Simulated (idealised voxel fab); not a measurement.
A process module follows: voxel capacitor over wiring.
Section shown: cut. Width: 240 nm. Cell size: 5 nm, square.
Bands, listed from the top down, are how a cross-section gets written in this document; the cross-section itself is a grid of square cells, and a band is one or more rows of them.
Per band: top height and bottom height in nm, followed by the left-to-right materials and their widths in nm; "everywhere" marks a single material spanning edge to edge, "air" marks empty space.
Where do heights start? At 0: under that level the wafer as delivered is made of one material only. And the lowest band has no floor; it just carries on downward, as in "0 -> down".
Graded width ("30..40"): value in top row of band = first number; value in bottom row = second number; row-to-row change constant.
It should be understood that the words "same as before", when stated for a given step, signify that the cross-section underwent no change in any of its cells during that step.
Listed in "Closed internal voids": every empty space of 8 or more cells without an open way to the top. Form: width x height at distance, the distance being from the left edge, all in nm.
Text after the settings on a step's line: the simulator's own remark on that step.
"overlay nm" on a masked step: distance the mask lay right of its planned place, negative for left.

-- Planned step list for the process
1. RECEIVE,material Si
2. CONFORMAL_DEP,material SiO2,thk nm 10
3. DIRECTIONAL_DEP,material TiN,thk nm 5
4. DIRECTIONAL_DEP,material W,thk nm 15
5. DIRECTIONAL_DEP,material aC,thk nm 15
6. PATTERN,tone cover,mask id METAL_1,material resist,width nm 20,pitch nm 70,thk nm 35,overlay nm 0
7. DIRECTIONAL_ETCH,etch materials aC,depth nm 15
8. STRIP,etch materials resist
9. DIRECTIONAL_ETCH,etch materials W,depth nm 15
10. DIRECTIONAL_ETCH,etch materials TiN,depth nm 5
11. STRIP,etch materials aC
12. FILL_DEP,material lowk,thk nm 5
13. CMP,height nm 30
14. CONFORMAL_DEP,material SiCN,thk nm 5
15. DIRECTIONAL_DEP,material lowk,thk nm 10
16. DIRECTIONAL_DEP,material aC,thk nm 10
17. PATTERN,tone open,mask id PLUG_1,material resist,width nm 15,thk nm 30,overlay nm 0
18. DIRECTIONAL_ETCH,etch materials aC,depth nm 10
19. STRIP,etch materials resist
20. DIRECTIONAL_ETCH,etch materials lowk,depth nm 10
21. DIRECTIONAL_ETCH,etch materials SiCN,depth nm 5
22. STRIP,etch materials aC
23. CONFORMAL_DEP,material TiN,thk nm 5
24. FILL_DEP,material W,thk nm 10
25. CMP,height nm 45
26. DIRECTIONAL_DEP,material TiN,thk nm 5
27. DIRECTIONAL_DEP,material SiN,thk nm 5
28. DIRECTIONAL_DEP,material TiN,thk nm 10
29. DIRECTIONAL_DEP,material aC,thk nm 15
30. PATTERN,tone cover,mask id UPPER_PLATE,material resist,width nm 55,thk nm 35,overlay nm 0
31. DIRECTIONAL_ETCH,etch materials aC,depth nm 15
32. STRIP,etch materials resist
33. DIRECTIONAL_ETCH,etch materials TiN,depth nm 10
34. DIRECTIONAL_ETCH,etch materials SiN,depth nm 5
35. STRIP,etch materials aC
36. PATTERN,tone cover,mask id LOWER_PLATE,material resist,width nm 65,thk nm 15,overlay nm 0
37. DIRECTIONAL_ETCH,etch materials TiN,depth nm 5
38. STRIP,etch materials resist
39. FILL_DEP,material SiO2,thk nm 15
40. CMP,height nm 75
41. PATTERN,tone open,mask id PLUG_2,material resist,width nm 15,thk nm 20,overlay nm 0
42. DIRECTIONAL_ETCH,etch materials SiO2,depth nm 10
43. STRIP,etch materials resist
44. CONFORMAL_DEP,material TiN,thk nm 5
45. FILL_DEP,material Ru,thk nm 5
46. CMP,height nm 75
47. CONFORMAL_DEP,material SiCN,thk nm 5

-- as received, after step 1
	0 -> down  Si everywhere
	Closed internal voids: none

-- First of two wafers: cross-section at end of module, run per plan
	80 -> 75  SiCN everywhere
	75 -> 70  90 SiO2, 5 TiN, 5 Ru, 5 TiN, 135 SiO2
	70 -> 65  90 SiO2, 15 TiN, 135 SiO2
	65 -> 55  80 SiO2, 55 TiN, 105 SiO2
	55 -> 50  80 SiO2, 55 SiN, 105 SiO2
	50 -> 45  75 SiO2, 65 TiN, 100 SiO2
	45 -> 35  80 lowk, 5 TiN, 5 W, 5 TiN, 145 lowk
	35 -> 30  80 SiCN, 15 TiN, 145 SiCN
	30 -> 15  75 lowk, 20 W, 50 lowk, 20 W, 75 lowk
	15 -> 10  75 lowk, 20 TiN, 50 lowk, 20 TiN, 75 lowk
	10 -> 0  SiO2 everywhere
	0 -> down  Si everywhere
	Closed internal voids: none

-- Second wafer through the module, sectioned at the end: same beginning and same plan as the first wafer, with one mistake in carrying it out
	75 -> 70  SiCN everywhere
	70 -> 65  90 SiO2, 15 TiN, 135 SiO2
	65 -> 55  80 SiO2, 55 TiN, 105 SiO2
	55 -> 50  80 SiO2, 55 SiN, 105 SiO2
	50 -> 45  75 SiO2, 65 TiN, 100 SiO2
	45 -> 35  80 lowk, 5 TiN, 5 W, 5 TiN, 145 lowk
	35 -> 30  80 SiCN, 15 TiN, 145 SiCN
	30 -> 15  75 lowk, 20 W, 50 lowk, 20 W, 75 lowk
	15 -> 10  75 lowk, 20 TiN, 50 lowk, 20 TiN, 75 lowk
	10 -> 0  SiO2 everywhere
	0 -> down  Si everywhere
	Closed internal voids: none
Finding, execution versus plan: step 46: run off-plan, actual operation and settings CMP,height nm 70
Bottom line after processing is that, in cells, the second wafer is up or down on some materials versus the first: Ru: 1 fewer, SiO2: 45 fewer, TiN: 2 fewer
